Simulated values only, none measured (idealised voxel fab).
The name of this process module is voxel self aligned contacts.
It is cross-section cut that appears here, measuring 205 nm in width, its square cells being 5 nm in size.
Each cross-section below is a grid of square cells, stated as bands in top-down order, with one or more rows of cells making up each band.
Band entry format. Leading values: height of top, height of bottom, nm. Remainder: materials in left-to-right order, each with its width in nm. Special words: "edge to edge" on a single material, which then fills the band edge to edge; "air", empty space.
Height reference: 0 = level under which incoming wafer is all one material. Lowest band: no bottom, runs on downward, e.g. "0..down".
The notation "30 to 40" denotes a width that varies across the rows of cells in the band, beginning at the first number in the top row, finishing at the second number in the bottom row, and changing by an identical amount from each row to the next.
A step reported as "no change occurred" is a step in which no cell of the cross-section changed.
This entry, "Sealed voids", enumerates those empty regions of no fewer than 8 cells that possess no open connection to the top. Each region is reported in the form width x height at distance, the distance being taken from the left edge, with all three quantities expressed in nm.
It should be noted that, on the line of a given step, the content following the step's settings is a remark produced by the simulator itself with respect to that step.
A step line may carry the setting "overlay nm", which, for steps involving a mask, states the distance by which the mask lay to the right of its intended position; negative values denote displacement to the left.
The steps planned for the process are as follows:
- 1: RECEIVE | material Si
- 2: CONFORMAL_DEP | material SiO2 | thk nm 5
- 3: DIRECTIONAL_DEP | material polySi | thk nm 25
- 4: DIRECTIONAL_DEP | material SiN | thk nm 20
- 5: PATTERN | tone cover | mask id GATE | material resist | width nm 25 | pitch nm 50 | thk nm 15 | overlay nm 0
- 6: DIRECTIONAL_ETCH | etch materials SiN | depth nm 20
- 7: DIRECTIONAL_ETCH | etch materials polySi | depth nm 25
- 8: STRIP | etch materials resist
- 9: CONFORMAL_DEP | material SiN | thk nm 5
- 10: DIRECTIONAL_ETCH | etch materials SiN | depth nm 5
- 11: FILL_DEP | material SiO2 | thk nm 20
- 12: CMP | height nm 60
- 13: DIRECTIONAL_DEP | material aC | thk nm 15
- 14: PATTERN | tone open | mask id CONTACT | material resist | width nm 35 | pitch nm 50 | thk nm 30 | overlay nm 0
- 15: DIRECTIONAL_ETCH | etch materials aC | depth nm 15
- 16: STRIP | etch materials resist
- 17: DIRECTIONAL_ETCH | etch materials SiO2 | depth nm 60
- 18: STRIP | etch materials aC
- 19: CONFORMAL_DEP | material TiN | thk nm 5
- 20: FILL_DEP | material W | thk nm 5
- 21: CMP | height nm 60
- 22: CONFORMAL_DEP | material SiN | thk nm 5
Delivered wafer in cross-section: state after step 1:
- 0..down = Si edge to edge
- Sealed voids: none
As-planned run: cross-section of the first of two wafers at end of module:
- 65..60 = SiN edge to edge
- 60..50 = 60 nm SiO2 | 5 to 15 nm TiN | 25 to 5 nm W | 5 to 15 nm TiN | 15 nm SiO2 | 5 to 15 nm TiN | 25 to 5 nm W | 5 to 15 nm TiN | 60 nm SiO2
- 50..30 = 35 nm SiO2 | 35 nm SiN | 5 nm TiN | 5 nm W | 5 nm TiN | 35 nm SiN | 5 nm TiN | 5 nm W | 5 nm TiN | 35 nm SiN | 35 nm SiO2
- 30..5 = 35 nm SiO2 | 5 nm SiN | 25 nm polySi | 5 nm SiN | 5 nm TiN | 5 nm W | 5 nm TiN | 5 nm SiN | 25 nm polySi | 5 nm SiN | 5 nm TiN | 5 nm W | 5 nm TiN | 5 nm SiN | 25 nm polySi | 5 nm SiN | 35 nm SiO2
- 5..0 = 70 nm SiO2 | 15 nm TiN | 35 nm SiO2 | 15 nm TiN | 70 nm SiO2
- 0..down = Si edge to edge
- Sealed voids: none
Second wafer cross-section at end of module - shared start and plan with the first, one mistake in the run:
- 65..60 = SiN edge to edge
- 60..50 = 60 nm SiO2 | 5 to 15 nm TiN | 25 to 5 nm W | 5 to 15 nm TiN | 15 nm SiO2 | 5 to 15 nm TiN | 25 to 5 nm W | 5 to 15 nm TiN | 60 nm SiO2
- 50..30 = 35 nm SiO2 | 5 nm SiN | 25 nm polySi | 5 nm SiN | 5 nm TiN | 5 nm W | 5 nm TiN | 5 nm SiN | 25 nm polySi | 5 nm SiN | 5 nm TiN | 5 nm W | 5 nm TiN | 5 nm SiN | 25 nm polySi | 5 nm SiN | 35 nm SiO2
- 30..25 = 35 nm SiO2 | 5 nm SiN | 25 nm polySi | 5 nm SiN | 15 nm TiN | 5 nm SiN | 25 nm polySi | 5 nm SiN | 15 nm TiN | 5 nm SiN | 25 nm polySi | 5 nm SiN | 35 nm SiO2
- 25..5 = SiN edge to edge
- 5..0 = SiO2 edge to edge
- 0..down = Si edge to edge
- Sealed voids: none
The mistake made against the process plan was this: steps 3 and 4 run out of order (swapped)
End check, counted in cells, second wafer has more or fewer of these materials than the first: SiN +80, SiO2 -50, TiN -20, W -10
